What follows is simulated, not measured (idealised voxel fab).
A process module follows: voxel wiring stack.
This is section cut - it's 270 nm across, gridded in 5 nm square cells.
Cross-section = grid of square cells, listed top down in bands; band = one or more rows. Quick guide to a band line: top height, bottom height (nm) up front; then every material left to right with its width in nm. Only one material and it's marked "edge to edge"? Then it fills the band edge to edge. And "blank" just means empty space. A quick word on heights: they are counted from 0, and under that level the wafer as it came to us is one material throughout. The lowest band is different from the rest in having no bottom; it simply continues downward, written as in "0 nm and below". With a width like "30 to 40", each row of cells in the band differs from the next by the same amount, the top row carrying the first number and the bottom row the second. "no change occurred" means the step left every cell of the cross-section as it was. "Enclosed cavity list" means: voids of 8 cells or more that are shut off from the top with no open way through. Written width x height at distance, distance from the left edge, in nm. Read whatever lies past the settings on a step's line as the simulator's own remark about the step. "overlay nm", when on a step's line for a step with a mask, measures how far to the right of its planned place the mask lay; a negative measure means to the left. Every pair from here on: before one process step, after it. The after cross-section reaches only to the lowest band that changed. Below the pair: the step in between and its settings. Pairs can belong to different runs of this module on the same starting wafer; a pair carries on from the pair above only if the entry headed "Before this step" says so.

## Before this step
  0 nm and below  Si edge to edge
  Enclosed cavity list: none

## State After Step
  15 nm to 0 nm  SiO2 edge to edge
  For the remainder of the cross-section, below 0, there is no change.
  Enclosed cavity list: none
Process step (between the before and after cross-sections above): CONFORMAL_DEP (material SiO2; thk nm 15)

Before this step: cross-section not repeated; it is the one shown after the step in the pair just above.

## State After Step
  20 nm to 15 nm  TiN edge to edge
  For the remainder of the cross-section, below 15, there is no change.
  Enclosed cavity list: none
Process step (between the before and after cross-sections above): DIRECTIONAL_DEP (material TiN; thk nm 5)

Before this step: cross-section not repeated; it is the one shown after the step in the pair just above.

## State After Step
  35 nm to 20 nm  W edge to edge
  For the remainder of the cross-section, below 20, there is no change.
  Enclosed cavity list: none
Process step (between the before and after cross-sections above): DIRECTIONAL_DEP (material W; thk nm 15)

Before this step: cross-section not repeated; it is the one shown after the step in the pair just above.

## State After Step
  35 nm to 20 nm  95 blank; 25 W; 25 blank; 25 W; 100 blank
  For the remainder of the cross-section, below 20, there is no change.
  Enclosed cavity list: none
Process step (between the before and after cross-sections above): MASKED_ETCH (tone cover; mask id METAL_1; width nm 25; pitch nm 50; etch materials W; depth nm 15; overlay nm 0)

Before this step: cross-section not repeated; it is the one shown after the step in the pair just above.

## State After Step
  35 nm to 20 nm  95 blank; 25 W; 25 blank; 25 W; 100 blank
  20 nm to 15 nm  95 blank; 25 TiN; 25 blank; 25 TiN; 100 blank
  For the remainder of the cross-section, below 15, there is no change.
  Enclosed cavity list: none
Process step (between the before and after cross-sections above): MASKED_ETCH (tone cover; mask id METAL_1; width nm 25; pitch nm 50; etch materials TiN; depth nm 5; overlay nm 0)

Before this step: cross-section not repeated; it is the one shown after the step in the pair just above.

## State After Step
  45 nm to 35 nm  SiO2 edge to edge
  35 nm to 20 nm  95 SiO2; 25 W; 25 SiO2; 25 W; 100 SiO2
  20 nm to 15 nm  95 SiO2; 25 TiN; 25 SiO2; 25 TiN; 100 SiO2
  For the remainder of the cross-section, below 15, there is no change.
  Enclosed cavity list: none
Process step (between the before and after cross-sections above): FILL_DEP (material SiO2; thk nm 10)

Before this step: cross-section not repeated; it is the one shown after the step in the pair just above.

## State After Step
  35 nm to 20 nm  95 SiO2; 25 W; 25 SiO2; 25 W; 100 SiO2
  For the remainder of the cross-section, below 20, there is no change.
  Enclosed cavity list: none
Process step (between the before and after cross-sections above): CMP (height nm 35)

Before this step: cross-section not repeated; it is the one shown after the step in the pair just above.

## State After Step
  40 nm to 35 nm  SiCN edge to edge
  For the remainder of the cross-section, below 35, there is no change.
  Enclosed cavity list: none
Process step (between the before and after cross-sections above): CONFORMAL_DEP (material SiCN; thk nm 5)

Before this step: cross-section not repeated; it is the one shown after the step in the pair just above.

## State After Step
  75 nm to 40 nm  SiO2 edge to edge
  For the remainder of the cross-section, below 40, there is no change.
  Enclosed cavity list: none
Process step (between the before and after cross-sections above): DIRECTIONAL_DEP (material SiO2; thk nm 35)

Before this step: cross-section not repeated; it is the one shown after the step in the pair just above.

## State After Step
  90 nm to 75 nm  aC edge to edge
  For the remainder of the cross-section, below 75, there is no change.
  Enclosed cavity list: none
Process step (between the before and after cross-sections above): DIRECTIONAL_DEP (material aC; thk nm 15)

Before this step: cross-section not repeated; it is the one shown after the step in the pair just above.

## State After Step
  120 nm to 90 nm  95 resist; 15 blank; 160 resist
  For the remainder of the cross-section, below 90, there is no change.
  Enclosed cavity list: none
Process step (between the before and after cross-sections above): PATTERN (tone open; mask id METAL_2_HOLES; material resist; width nm 15; thk nm 30; overlay nm 0)

Before this step: cross-section not repeated; it is the one shown after the step in the pair just above.

## State After Step
  105 nm to 90 nm  95 resist; 15 blank; 160 resist
  90 nm to 75 nm  95 aC; 15 blank; 160 aC
  For the remainder of the cross-section, below 75, there is no change.
  Enclosed cavity list: none
Process step (between the before and after cross-sections above): DIRECTIONAL_ETCH (etch materials aC; depth nm 15)

Before this step: cross-section not repeated; it is the one shown after the step in the pair just above.

## State After Step
  90 nm to 75 nm  95 aC; 15 blank; 160 aC
  For the remainder of the cross-section, below 75, there is no change.
  Enclosed cavity list: none
Process step (between the before and after cross-sections above): STRIP (etch materials resist)

Before this step: cross-section not repeated; it is the one shown after the step in the pair just above.

## State After Step
  90 nm to 75 nm  95 aC; 15 blank; 160 aC
  75 nm to 40 nm  95 SiO2; 15 blank; 160 SiO2
  For the remainder of the cross-section, below 40, there is no change.
  Enclosed cavity list: none
Process step (between the before and after cross-sections above): DIRECTIONAL_ETCH (etch materials SiO2; depth nm 35)

Before this step: cross-section not repeated; it is the one shown after the step in the pair just above.

## State After Step
  75 nm to 40 nm  95 SiO2; 15 blank; 160 SiO2
  For the remainder of the cross-section, below 40, there is no change.
  Enclosed cavity list: none
Process step (between the before and after cross-sections above): STRIP (etch materials aC)

Before this step: cross-section not repeated; it is the one shown after the step in the pair just above.

## State After Step
  75 nm to 55 nm  95 SiO2; 25 blank; 25 SiO2; 25 blank; 100 SiO2
  For the remainder of the cross-section, below 55, there is no change.
  Enclosed cavity list: none
Process step (between the before and after cross-sections above): MASKED_ETCH (tone open; mask id METAL_2; width nm 25; pitch nm 50; etch materials SiO2; depth nm 20; overlay nm 0)

Before this step: cross-section not repeated; it is the one shown after the step in the pair just above.

## State After Step
  75 nm to 55 nm  95 SiO2; 25 blank; 25 SiO2; 25 blank; 100 SiO2
  55 nm to 40 nm  95 SiO2; 15 blank; 160 SiO2
  40 nm to 35 nm  95 SiCN; 15 blank; 160 SiCN
  For the remainder of the cross-section, below 35, there is no change.
  Enclosed cavity list: none
Process step (between the before and after cross-sections above): MASKED_ETCH (tone open; mask id METAL_2; width nm 25; pitch nm 50; etch materials SiCN; depth nm 5; overlay nm 0)

Before this step: cross-section not repeated; it is the one shown after the step in the pair just above.

## State After Step
  80 nm to 75 nm  100 TiN; 15 blank; 35 TiN; 15 blank; 105 TiN
  75 nm to 60 nm  95 SiO2; 5 TiN; 15 blank; 5 TiN; 25 SiO2; 5 TiN; 15 blank; 5 TiN; 100 SiO2
  60 nm to 55 nm  95 SiO2; 5 TiN; 5 blank; 15 TiN; 25 SiO2; 25 TiN; 100 SiO2
  55 nm to 40 nm  95 SiO2; 5 TiN; 5 blank; 5 TiN; 160 SiO2
  40 nm to 35 nm  95 SiCN; 15 TiN; 160 SiCN
  For the remainder of the cross-section, below 35, there is no change.
  Enclosed cavity list: none
Process step (between the before and after cross-sections above): CONFORMAL_DEP (material TiN; thk nm 5)

Before this step: cross-section not repeated; it is the one shown after the step in the pair just above.

## State After Step
  85 nm to 80 nm  Cu edge to edge
  80 nm to 75 nm  100 TiN; 15 Cu; 35 TiN; 15 Cu; 105 TiN
  75 nm to 60 nm  95 SiO2; 5 TiN; 15 Cu; 5 TiN; 25 SiO2; 5 TiN; 15 Cu; 5 TiN; 100 SiO2
  60 nm to 55 nm  95 SiO2; 5 TiN; 5 Cu; 15 TiN; 25 SiO2; 25 TiN; 100 SiO2
  55 nm to 40 nm  95 SiO2; 5 TiN; 5 Cu; 5 TiN; 160 SiO2
  For the remainder of the cross-section, below 40, there is no change.
  Enclosed cavity list: none
Process step (between the before and after cross-sections above): FILL_DEP (material Cu; thk nm 5)

Before this step: cross-section not repeated; it is the one shown after the step in the pair just above.

## State After Step
  75 nm to 60 nm  95 SiO2; 5 TiN; 15 Cu; 5 TiN; 25 SiO2; 5 TiN; 15 Cu; 5 TiN; 100 SiO2
  For the remainder of the cross-section, below 60, there is no change.
  Enclosed cavity list: none
Process step (between the before and after cross-sections above): CMP (height nm 75)

Before this step: cross-section not repeated; it is the one shown after the step in the pair just above.

## State After Step
  80 nm to 75 nm  SiCN edge to edge
  For the remainder of the cross-section, below 75, there is no change.
  Enclosed cavity list: none
Process step (between the before and after cross-sections above): CONFORMAL_DEP (material SiCN; thk nm 5)

Before this step: cross-section not repeated; it is the one shown after the step in the pair just above.

## State After Step
  115 nm to 80 nm  SiO2 edge to edge
  For the remainder of the cross-section, below 80, there is no change.
  Enclosed cavity list: none
Process step (between the before and after cross-sections above): DIRECTIONAL_DEP (material SiO2; thk nm 35)

Before this step: cross-section not repeated; it is the one shown after the step in the pair just above.

## State After Step
  115 nm to 80 nm  95 SiO2; 15 blank; 160 SiO2
  For the remainder of the cross-section, below 80, there is no change.
  Enclosed cavity list: none
Process step (between the before and after cross-sections above): MASKED_ETCH (tone open; mask id METAL_3_HOLES; width nm 15; etch materials SiO2; depth nm 35; overlay nm 0)

Before this step: cross-section not repeated; it is the one shown after the step in the pair just above.

## State After Step
  130 nm to 115 nm  95 resist; 25 blank; 25 resist; 25 blank; 100 resist
  For the remainder of the cross-section, below 115, there is no change.
  Enclosed cavity list: none
Process step (between the before and after cross-sections above): PATTERN (tone open; mask id METAL_3; material resist; width nm 25; pitch nm 50; thk nm 15; overlay nm 0)

Before this step: cross-section not repeated; it is the one shown after the step in the pair just above.

## State After Step
  130 nm to 115 nm  95 resist; 25 blank; 25 resist; 25 blank; 100 resist
  115 nm to 95 nm  95 SiO2; 25 blank; 25 SiO2; 25 blank; 100 SiO2
  For the remainder of the cross-section, below 95, there is no change.
  Enclosed cavity list: none
Process step (between the before and after cross-sections above): DIRECTIONAL_ETCH (etch materials SiO2; depth nm 20)

Before this step: cross-section not repeated; it is the one shown after the step in the pair just above.

## State After Step
  130 nm to 115 nm  95 resist; 25 blank; 25 resist; 25 blank; 100 resist
  115 nm to 95 nm  95 SiO2; 25 blank; 25 SiO2; 25 blank; 100 SiO2
  95 nm to 80 nm  95 SiO2; 15 blank; 160 SiO2
  80 nm to 75 nm  95 SiCN; 15 blank; 160 SiCN
  For the remainder of the cross-section, below 75, there is no change.
  Enclosed cavity list: none
Process step (between the before and after cross-sections above): DIRECTIONAL_ETCH (etch materials SiCN; depth nm 5)

Before this step: cross-section not repeated; it is the one shown after the step in the pair just above.

## State After Step
  115 nm to 95 nm  95 SiO2; 25 blank; 25 SiO2; 25 blank; 100 SiO2
  For the remainder of the cross-section, below 95, there is no change.
  Enclosed cavity list: none
Process step (between the before and after cross-sections above): STRIP (etch materials resist)

Before this step: cross-section not repeated; it is the one shown after the step in the pair just above.

## State After Step
  120 nm to 115 nm  100 TiN; 15 blank; 35 TiN; 15 blank; 105 TiN
  115 nm to 100 nm  95 SiO2; 5 TiN; 15 blank; 5 TiN; 25 SiO2; 5 TiN; 15 blank; 5 TiN; 100 SiO2
  100 nm to 95 nm  95 SiO2; 5 TiN; 5 blank; 15 TiN; 25 SiO2; 25 TiN; 100 SiO2
  95 nm to 80 nm  95 SiO2; 5 TiN; 5 blank; 5 TiN; 160 SiO2
  80 nm to 75 nm  95 SiCN; 15 TiN; 160 SiCN
  For the remainder of the cross-section, below 75, there is no change.
  Enclosed cavity list: none
Process step (between the before and after cross-sections above): CONFORMAL_DEP (material TiN; thk nm 5)

Before this step: cross-section not repeated; it is the one shown after the step in the pair just above.

## State After Step
  130 nm to 120 nm  Ru edge to edge
  120 nm to 115 nm  100 TiN; 15 Ru; 35 TiN; 15 Ru; 105 TiN
  115 nm to 100 nm  95 SiO2; 5 TiN; 15 Ru; 5 TiN; 25 SiO2; 5 TiN; 15 Ru; 5 TiN; 100 SiO2
  100 nm to 95 nm  95 SiO2; 5 TiN; 5 Ru; 15 TiN; 25 SiO2; 25 TiN; 100 SiO2
  95 nm to 80 nm  95 SiO2; 5 TiN; 5 Ru; 5 TiN; 160 SiO2
  For the remainder of the cross-section, below 80, there is no change.
  Enclosed cavity list: none
Process step (between the before and after cross-sections above): FILL_DEP (material Ru; thk nm 10)

Before this step: cross-section not repeated; it is the one shown after the step in the pair just above.

## State After Step
  115 nm to 100 nm  95 SiO2; 5 TiN; 15 Ru; 5 TiN; 25 SiO2; 5 TiN; 15 Ru; 5 TiN; 100 SiO2
  For the remainder of the cross-section, below 100, there is no change.
  Enclosed cavity list: none
Process step (between the before and after cross-sections above): CMP (height nm 115)

Before this step: cross-section not repeated; it is the one shown after the step in the pair just above.

## State After Step
  120 nm to 115 nm  SiCN edge to edge
  For the remainder of the cross-section, below 115, there is no change.
  Enclosed cavity list: none
Process step (between the before and after cross-sections above): CONFORMAL_DEP (material SiCN; thk nm 5)

## Before this step
  130 nm to 120 nm  Ru edge to edge
  120 nm to 115 nm  100 TiN; 15 Ru; 35 TiN; 15 Ru; 105 TiN
  115 nm to 100 nm  95 SiO2; 5 TiN; 15 Ru; 5 TiN; 25 SiO2; 5 TiN; 15 Ru; 5 TiN; 100 SiO2
  100 nm to 95 nm  95 SiO2; 5 TiN; 5 Ru; 15 TiN; 25 SiO2; 25 TiN; 100 SiO2
  95 nm to 80 nm  95 SiO2; 5 TiN; 5 Ru; 5 TiN; 160 SiO2
  80 nm to 75 nm  95 SiCN; 15 TiN; 160 SiCN
  75 nm to 60 nm  95 SiO2; 5 TiN; 15 Cu; 5 TiN; 25 SiO2; 5 TiN; 15 Cu; 5 TiN; 100 SiO2
  60 nm to 55 nm  95 SiO2; 5 TiN; 5 Cu; 15 TiN; 25 SiO2; 25 TiN; 100 SiO2
  55 nm to 40 nm  95 SiO2; 5 TiN; 5 Cu; 5 TiN; 160 SiO2
  40 nm to 35 nm  95 SiCN; 15 TiN; 160 SiCN
  35 nm to 20 nm  95 SiO2; 25 W; 25 SiO2; 25 W; 100 SiO2
  20 nm to 15 nm  95 SiO2; 25 TiN; 25 SiO2; 25 TiN; 100 SiO2
  15 nm to 0 nm  SiO2 edge to edge
  0 nm and below  Si edge to edge
  Enclosed cavity list: none

## State After Step
  135 nm to 130 nm  SiCN edge to edge
  For the remainder of the cross-section, below 130, there is no change.
  Enclosed cavity list: none
Process step (between the before and after cross-sections above): CONFORMAL_DEP (material SiCN; thk nm 5)

## Before this step
  130 nm to 115 nm  95 resist; 25 blank; 25 resist; 25 blank; 100 resist
  115 nm to 95 nm  95 SiO2; 25 blank; 25 SiO2; 25 blank; 100 SiO2
  95 nm to 80 nm  95 SiO2; 15 blank; 160 SiO2
  80 nm to 75 nm  SiCN edge to edge
  75 nm to 60 nm  95 SiO2; 5 TiN; 15 Cu; 5 TiN; 25 SiO2; 5 TiN; 15 Cu; 5 TiN; 100 SiO2
  60 nm to 55 nm  95 SiO2; 5 TiN; 5 Cu; 15 TiN; 25 SiO2; 25 TiN; 100 SiO2
  55 nm to 40 nm  95 SiO2; 5 TiN; 5 Cu; 5 TiN; 160 SiO2
  40 nm to 35 nm  95 SiCN; 15 TiN; 160 SiCN
  35 nm to 20 nm  95 SiO2; 25 W; 25 SiO2; 25 W; 100 SiO2
  20 nm to 15 nm  95 SiO2; 25 TiN; 25 SiO2; 25 TiN; 100 SiO2
  15 nm to 0 nm  SiO2 edge to edge
  0 nm and below  Si edge to edge
  Enclosed cavity list: none

## State After Step
  130 nm to 115 nm  95 resist; 25 blank; 25 resist; 25 blank; 100 resist
  115 nm to 80 nm  95 SiO2; 25 blank; 25 SiO2; 25 blank; 100 SiO2
  For the remainder of the cross-section, below 80, there is no change.
  Enclosed cavity list: none
Process step (between the before and after cross-sections above): DIRECTIONAL_ETCH (etch materials SiO2; depth nm 20)

Before this step: cross-section not repeated; it is the one shown after the step in the pair just above.

## State After Step
  130 nm to 115 nm  95 resist; 25 blank; 25 resist; 25 blank; 100 resist
  115 nm to 80 nm  95 SiO2; 25 blank; 25 SiO2; 25 blank; 100 SiO2
  80 nm to 75 nm  95 SiCN; 25 blank; 25 SiCN; 25 blank; 100 SiCN
  For the remainder of the cross-section, below 75, there is no change.
  Enclosed cavity list: none
Process step (between the before and after cross-sections above): DIRECTIONAL_ETCH (etch materials SiCN; depth nm 5)

Before this step: cross-section not repeated; it is the one shown after the step in the pair just above.

## State After Step
  115 nm to 80 nm  95 SiO2; 25 blank; 25 SiO2; 25 blank; 100 SiO2
  For the remainder of the cross-section, below 80, there is no change.
  Enclosed cavity list: none
Process step (between the before and after cross-sections above): STRIP (etch materials resist)

Before this step: cross-section not repeated; it is the one shown after the step in the pair just above.

## State After Step
  120 nm to 115 nm  100 TiN; 15 blank; 35 TiN; 15 blank; 105 TiN
  115 nm to 80 nm  95 SiO2; 5 TiN; 15 blank; 5 TiN; 25 SiO2; 5 TiN; 15 blank; 5 TiN; 100 SiO2
  80 nm to 75 nm  95 SiCN; 25 TiN; 25 SiCN; 25 TiN; 100 SiCN
  For the remainder of the cross-section, below 75, there is no change.
  Enclosed cavity list: none
Process step (between the before and after cross-sections above): CONFORMAL_DEP (material TiN; thk nm 5)

Before this step: cross-section not repeated; it is the one shown after the step in the pair just above.

## State After Step
  130 nm to 120 nm  Ru edge to edge
  120 nm to 115 nm  100 TiN; 15 Ru; 35 TiN; 15 Ru; 105 TiN
  115 nm to 80 nm  95 SiO2; 5 TiN; 15 Ru; 5 TiN; 25 SiO2; 5 TiN; 15 Ru; 5 TiN; 100 SiO2
  For the remainder of the cross-section, below 80, there is no change.
  Enclosed cavity list: none
Process step (between the before and after cross-sections above): FILL_DEP (material Ru; thk nm 10)

Before this step: cross-section not repeated; it is the one shown after the step in the pair just above.

## State After Step
  115 nm to 80 nm  95 SiO2; 5 TiN; 15 Ru; 5 TiN; 25 SiO2; 5 TiN; 15 Ru; 5 TiN; 100 SiO2
  For the remainder of the cross-section, below 80, there is no change.
  Enclosed cavity list: none
Process step (between the before and after cross-sections above): CMP (height nm 115)

Before this step: cross-section not repeated; it is the one shown after the step in the pair just above.

## State After Step
  120 nm to 115 nm  SiCN edge to edge
  For the remainder of the cross-section, below 115, there is no change.
  Enclosed cavity list: none
Process step (between the before and after cross-sections above): CONFORMAL_DEP (material SiCN; thk nm 5)

## Before this step
  15 nm to 0 nm  SiO2 edge to edge
  0 nm and below  Si edge to edge
  Enclosed cavity list: none

## State After Step
  30 nm to 15 nm  W edge to edge
  For the remainder of the cross-section, below 15, there is no change.
  Enclosed cavity list: none
Process step (between the before and after cross-sections above): DIRECTIONAL_DEP (material W; thk nm 15)

Before this step: cross-section not repeated; it is the one shown after the step in the pair just above.

## State After Step
  35 nm to 30 nm  TiN edge to edge
  For the remainder of the cross-section, below 30, there is no change.
  Enclosed cavity list: none
Process step (between the before and after cross-sections above): DIRECTIONAL_DEP (material TiN; thk nm 5)

Before this step: cross-section not repeated; it is the one shown after the step in the pair just above.

## State After Step
  35 nm to 30 nm  95 blank; 25 TiN; 25 blank; 25 TiN; 100 blank
  For the remainder of the cross-section, below 30, there is no change.
  Enclosed cavity list: none
Process step (between the before and after cross-sections above): MASKED_ETCH (tone cover; mask id METAL_1; width nm 25; pitch nm 50; etch materials TiN; depth nm 5; overlay nm 0)

Before this step: cross-section not repeated; it is the one shown after the step in the pair just above.

## State After Step
  45 nm to 35 nm  SiO2 edge to edge
  35 nm to 30 nm  95 SiO2; 25 TiN; 25 SiO2; 25 TiN; 100 SiO2
  For the remainder of the cross-section, below 30, there is no change.
  Enclosed cavity list: none
Process step (between the before and after cross-sections above): FILL_DEP (material SiO2; thk nm 10)

Before this step: cross-section not repeated; it is the one shown after the step in the pair just above.

## State After Step
  35 nm to 30 nm  95 SiO2; 25 TiN; 25 SiO2; 25 TiN; 100 SiO2
  For the remainder of the cross-section, below 30, there is no change.
  Enclosed cavity list: none
Process step (between the before and after cross-sections above): CMP (height nm 35)

Before this step: cross-section not repeated; it is the one shown after the step in the pair just above.

## State After Step
  40 nm to 35 nm  SiCN edge to edge
  For the remainder of the cross-section, below 35, there is no change.
  Enclosed cavity list: none
Process step (between the before and after cross-sections above): CONFORMAL_DEP (material SiCN; thk nm 5)

Before this step: cross-section not repeated; it is the one shown after the step in the pair just above.

## State After Step
  75 nm to 40 nm  SiO2 edge to edge
  For the remainder of the cross-section, below 40, there is no change.
  Enclosed cavity list: none
Process step (between the before and after cross-sections above): DIRECTIONAL_DEP (material SiO2; thk nm 35)

Before this step: cross-section not repeated; it is the one shown after the step in the pair just above.

## State After Step
  90 nm to 75 nm  aC edge to edge
  For the remainder of the cross-section, below 75, there is no change.
  Enclosed cavity list: none
Process step (between the before and after cross-sections above): DIRECTIONAL_DEP (material aC; thk nm 15)

Before this step: cross-section not repeated; it is the one shown after the step in the pair just above.

## State After Step
  120 nm to 90 nm  95 resist; 15 blank; 160 resist
  For the remainder of the cross-section, below 90, there is no change.
  Enclosed cavity list: none
Process step (between the before and after cross-sections above): PATTERN (tone open; mask id METAL_2_HOLES; material resist; width nm 15; thk nm 30; overlay nm 0)

Before this step: cross-section not repeated; it is the one shown after the step in the pair just above.

## State After Step
  105 nm to 90 nm  95 resist; 15 blank; 160 resist
  90 nm to 75 nm  95 aC; 15 blank; 160 aC
  For the remainder of the cross-section, below 75, there is no change.
  Enclosed cavity list: none
Process step (between the before and after cross-sections above): DIRECTIONAL_ETCH (etch materials aC; depth nm 15)

Before this step: cross-section not repeated; it is the one shown after the step in the pair just above.

## State After Step
  90 nm to 75 nm  95 aC; 15 blank; 160 aC
  For the remainder of the cross-section, below 75, there is no change.
  Enclosed cavity list: none
Process step (between the before and after cross-sections above): STRIP (etch materials resist)

Before this step: cross-section not repeated; it is the one shown after the step in the pair just above.

## State After Step
  90 nm to 75 nm  95 aC; 15 blank; 160 aC
  75 nm to 40 nm  95 SiO2; 15 blank; 160 SiO2
  For the remainder of the cross-section, below 40, there is no change.
  Enclosed cavity list: none
Process step (between the before and after cross-sections above): DIRECTIONAL_ETCH (etch materials SiO2; depth nm 35)

Before this step: cross-section not repeated; it is the one shown after the step in the pair just above.

## State After Step
  75 nm to 40 nm  95 SiO2; 15 blank; 160 SiO2
  For the remainder of the cross-section, below 40, there is no change.
  Enclosed cavity list: none
Process step (between the before and after cross-sections above): STRIP (etch materials aC)

Before this step: cross-section not repeated; it is the one shown after the step in the pair just above.

## State After Step
  75 nm to 55 nm  95 SiO2; 25 blank; 25 SiO2; 25 blank; 100 SiO2
  For the remainder of the cross-section, below 55, there is no change.
  Enclosed cavity list: none
Process step (between the before and after cross-sections above): MASKED_ETCH (tone open; mask id METAL_2; width nm 25; pitch nm 50; etch materials SiO2; depth nm 20; overlay nm 0)

Before this step: cross-section not repeated; it is the one shown after the step in the pair just above.

## State After Step
  75 nm to 55 nm  95 SiO2; 25 blank; 25 SiO2; 25 blank; 100 SiO2
  55 nm to 40 nm  95 SiO2; 15 blank; 160 SiO2
  40 nm to 35 nm  95 SiCN; 15 blank; 160 SiCN
  For the remainder of the cross-section, below 35, there is no change.
  Enclosed cavity list: none
Process step (between the before and after cross-sections above): MASKED_ETCH (tone open; mask id METAL_2; width nm 25; pitch nm 50; etch materials SiCN; depth nm 5; overlay nm 0)

Before this step: cross-section not repeated; it is the one shown after the step in the pair just above.

## State After Step
  80 nm to 75 nm  100 TiN; 15 blank; 35 TiN; 15 blank; 105 TiN
  75 nm to 60 nm  95 SiO2; 5 TiN; 15 blank; 5 TiN; 25 SiO2; 5 TiN; 15 blank; 5 TiN; 100 SiO2
  60 nm to 55 nm  95 SiO2; 5 TiN; 5 blank; 15 TiN; 25 SiO2; 25 TiN; 100 SiO2
  55 nm to 40 nm  95 SiO2; 5 TiN; 5 blank; 5 TiN; 160 SiO2
  40 nm to 35 nm  95 SiCN; 15 TiN; 160 SiCN
  For the remainder of the cross-section, below 35, there is no change.
  Enclosed cavity list: none
Process step (between the before and after cross-sections above): CONFORMAL_DEP (material TiN; thk nm 5)

Before this step: cross-section not repeated; it is the one shown after the step in the pair just above.

## State After Step
  85 nm to 80 nm  Cu edge to edge
  80 nm to 75 nm  100 TiN; 15 Cu; 35 TiN; 15 Cu; 105 TiN
  75 nm to 60 nm  95 SiO2; 5 TiN; 15 Cu; 5 TiN; 25 SiO2; 5 TiN; 15 Cu; 5 TiN; 100 SiO2
  60 nm to 55 nm  95 SiO2; 5 TiN; 5 Cu; 15 TiN; 25 SiO2; 25 TiN; 100 SiO2
  55 nm to 40 nm  95 SiO2; 5 TiN; 5 Cu; 5 TiN; 160 SiO2
  For the remainder of the cross-section, below 40, there is no change.
  Enclosed cavity list: none
Process step (between the before and after cross-sections above): FILL_DEP (material Cu; thk nm 5)

Before this step: cross-section not repeated; it is the one shown after the step in the pair just above.

## State After Step
  75 nm to 60 nm  95 SiO2; 5 TiN; 15 Cu; 5 TiN; 25 SiO2; 5 TiN; 15 Cu; 5 TiN; 100 SiO2
  For the remainder of the cross-section, below 60, there is no change.
  Enclosed cavity list: none
Process step (between the before and after cross-sections above): CMP (height nm 75)

Before this step: cross-section not repeated; it is the one shown after the step in the pair just above.

## State After Step
  80 nm to 75 nm  SiCN edge to edge
  For the remainder of the cross-section, below 75, there is no change.
  Enclosed cavity list: none
Process step (between the before and after cross-sections above): CONFORMAL_DEP (material SiCN; thk nm 5)

Before this step: cross-section not repeated; it is the one shown after the step in the pair just above.

## State After Step
  115 nm to 80 nm  SiO2 edge to edge
  For the remainder of the cross-section, below 80, there is no change.
  Enclosed cavity list: none
Process step (between the before and after cross-sections above): DIRECTIONAL_DEP (material SiO2; thk nm 35)

Before this step: cross-section not repeated; it is the one shown after the step in the pair just above.

## State After Step
  115 nm to 80 nm  95 SiO2; 15 blank; 160 SiO2
  For the remainder of the cross-section, below 80, there is no change.
  Enclosed cavity list: none
Process step (between the before and after cross-sections above): MASKED_ETCH (tone open; mask id METAL_3_HOLES; width nm 15; etch materials SiO2; depth nm 35; overlay nm 0)

Before this step: cross-section not repeated; it is the one shown after the step in the pair just above.

## State After Step
  130 nm to 115 nm  95 resist; 25 blank; 25 resist; 25 blank; 100 resist
  For the remainder of the cross-section, below 115, there is no change.
  Enclosed cavity list: none
Process step (between the before and after cross-sections above): PATTERN (tone open; mask id METAL_3; material resist; width nm 25; pitch nm 50; thk nm 15; overlay nm 0)

Before this step: cross-section not repeated; it is the one shown after the step in the pair just above.

## State After Step
  130 nm to 115 nm  95 resist; 25 blank; 25 resist; 25 blank; 100 resist
  115 nm to 95 nm  95 SiO2; 25 blank; 25 SiO2; 25 blank; 100 SiO2
  For the remainder of the cross-section, below 95, there is no change.
  Enclosed cavity list: none
Process step (between the before and after cross-sections above): DIRECTIONAL_ETCH (etch materials SiO2; depth nm 20)

Before this step: cross-section not repeated; it is the one shown after the step in the pair just above.

## State After Step
  130 nm to 115 nm  95 resist; 25 blank; 25 resist; 25 blank; 100 resist
  115 nm to 95 nm  95 SiO2; 25 blank; 25 SiO2; 25 blank; 100 SiO2
  95 nm to 80 nm  95 SiO2; 15 blank; 160 SiO2
  80 nm to 75 nm  95 SiCN; 15 blank; 160 SiCN
  For the remainder of the cross-section, below 75, there is no change.
  Enclosed cavity list: none
Process step (between the before and after cross-sections above): DIRECTIONAL_ETCH (etch materials SiCN; depth nm 5)

Before this step: cross-section not repeated; it is the one shown after the step in the pair just above.

## State After Step
  115 nm to 95 nm  95 SiO2; 25 blank; 25 SiO2; 25 blank; 100 SiO2
  For the remainder of the cross-section, below 95, there is no change.
  Enclosed cavity list: none
Process step (between the before and after cross-sections above): STRIP (etch materials resist)

Before this step: cross-section not repeated; it is the one shown after the step in the pair just above.

## State After Step
  120 nm to 115 nm  100 TiN; 15 blank; 35 TiN; 15 blank; 105 TiN
  115 nm to 100 nm  95 SiO2; 5 TiN; 15 blank; 5 TiN; 25 SiO2; 5 TiN; 15 blank; 5 TiN; 100 SiO2
  100 nm to 95 nm  95 SiO2; 5 TiN; 5 blank; 15 TiN; 25 SiO2; 25 TiN; 100 SiO2
  95 nm to 80 nm  95 SiO2; 5 TiN; 5 blank; 5 TiN; 160 SiO2
  80 nm to 75 nm  95 SiCN; 15 TiN; 160 SiCN
  For the remainder of the cross-section, below 75, there is no change.
  Enclosed cavity list: none
Process step (between the before and after cross-sections above): CONFORMAL_DEP (material TiN; thk nm 5)

Before this step: cross-section not repeated; it is the one shown after the step in the pair just above.

## State After Step
  130 nm to 120 nm  Ru edge to edge
  120 nm to 115 nm  100 TiN; 15 Ru; 35 TiN; 15 Ru; 105 TiN
  115 nm to 100 nm  95 SiO2; 5 TiN; 15 Ru; 5 TiN; 25 SiO2; 5 TiN; 15 Ru; 5 TiN; 100 SiO2
  100 nm to 95 nm  95 SiO2; 5 TiN; 5 Ru; 15 TiN; 25 SiO2; 25 TiN; 100 SiO2
  95 nm to 80 nm  95 SiO2; 5 TiN; 5 Ru; 5 TiN; 160 SiO2
  For the remainder of the cross-section, below 80, there is no change.
  Enclosed cavity list: none
Process step (between the before and after cross-sections above): FILL_DEP (material Ru; thk nm 10)

Before this step: cross-section not repeated; it is the one shown after the step in the pair just above.

## State After Step
  115 nm to 100 nm  95 SiO2; 5 TiN; 15 Ru; 5 TiN; 25 SiO2; 5 TiN; 15 Ru; 5 TiN; 100 SiO2
  For the remainder of the cross-section, below 100, there is no change.
  Enclosed cavity list: none
Process step (between the before and after cross-sections above): CMP (height nm 115)

Before this step: cross-section not repeated; it is the one shown after the step in the pair just above.

## State After Step
  120 nm to 115 nm  SiCN edge to edge
  For the remainder of the cross-section, below 115, there is no change.
  Enclosed cavity list: none
Process step (between the before and after cross-sections above): CONFORMAL_DEP (material SiCN; thk nm 5)
